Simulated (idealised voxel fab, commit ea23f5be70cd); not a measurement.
process module | voxel wiring stack
cross-section cut | 185 nm wide | cells 5 nm
A cross-section is a grid of square cells, given in bands from the top down. A band is one or more rows of cells.
Each band's line starts with the height of the band's top and of its bottom, in nm. Then come its materials from left to right, each with its width in nm. One material with "throughout" fills the band from edge to edge. "air" is empty space.
Height 0 is the level under which the wafer as received is all one material. The lowest band goes on downwards, as in "0 down".
A width such as "30 to 40" changes by the same amount from each row of cells to the next, from the band's top row to its bottom row.
"no change" after a step means that no cell of the cross-section changed.
closed voids: empty space of 8 cells or more with no open way to the top, each as width x height at its distance from the left edge, in nm
after a step's settings: what the simulator itself notes on the step
overlay nm, on a step with a mask: how far to the right of its planned place the mask lay; to the left if negative
plan
1 op RECEIVE | material Si
2 op CONFORMAL_DEP | material SiO2 | thk nm 10
3 op CONFORMAL_DEP | material SiCN | thk nm 5
4 op DIRECTIONAL_DEP | material SiO2 | thk nm 20
5 op PATTERN | tone open | mask id METAL_1 | material resist | width nm 25 | pitch nm 40 | thk nm 15 | overlay nm 0
6 op DIRECTIONAL_ETCH | etch materials SiO2 | depth nm 20
7 op DIRECTIONAL_ETCH | etch materials SiCN | depth nm 5
8 op STRIP | etch materials resist
9 op CONFORMAL_DEP | material TiN | thk nm 5
10 op FILL_DEP | material Cu | thk nm 5
11 op CMP | height nm 35
12 op CONFORMAL_DEP | material SiCN | thk nm 5
13 op DIRECTIONAL_DEP | material SiO2 | thk nm 30
14 op MASKED_ETCH | tone open | mask id METAL_2_HOLES | width nm 15 | pitch nm 80 | etch materials SiO2 | depth nm 30 | overlay nm 0
15 op MASKED_ETCH | tone open | mask id METAL_2 | width nm 15 | pitch nm 40 | etch materials SiO2 | depth nm 20 | overlay nm 0
16 op MASKED_ETCH | tone open | mask id METAL_2 | width nm 25 | pitch nm 40 | etch materials SiCN | depth nm 5 | overlay nm 0
17 op CONFORMAL_DEP | material TiN | thk nm 5
18 op FILL_DEP | material Cu | thk nm 10
19 op CMP | height nm 70
20 op CONFORMAL_DEP | material SiN | thk nm 5
varied across the wafers: width nm of step 15. The plan shows the first wafer's value. All wafers start alike
first wafer as received, after step 1
  0 down: Si throughout
  closed voids: none
each wafer at the end: cells of each material gained (+) or lost (-) since it was received, then its closed voids
width nm 15 | +72 Cu | +48 SiCN | +37 SiN | +296 SiO2 | +102 TiN | closed voids: none
width nm 20 | +84 Cu | +48 SiCN | +37 SiN | +280 SiO2 | +106 TiN | closed voids: none
width nm 25 | +90 Cu | +48 SiCN | +37 SiN | +272 SiO2 | +108 TiN | closed voids: none
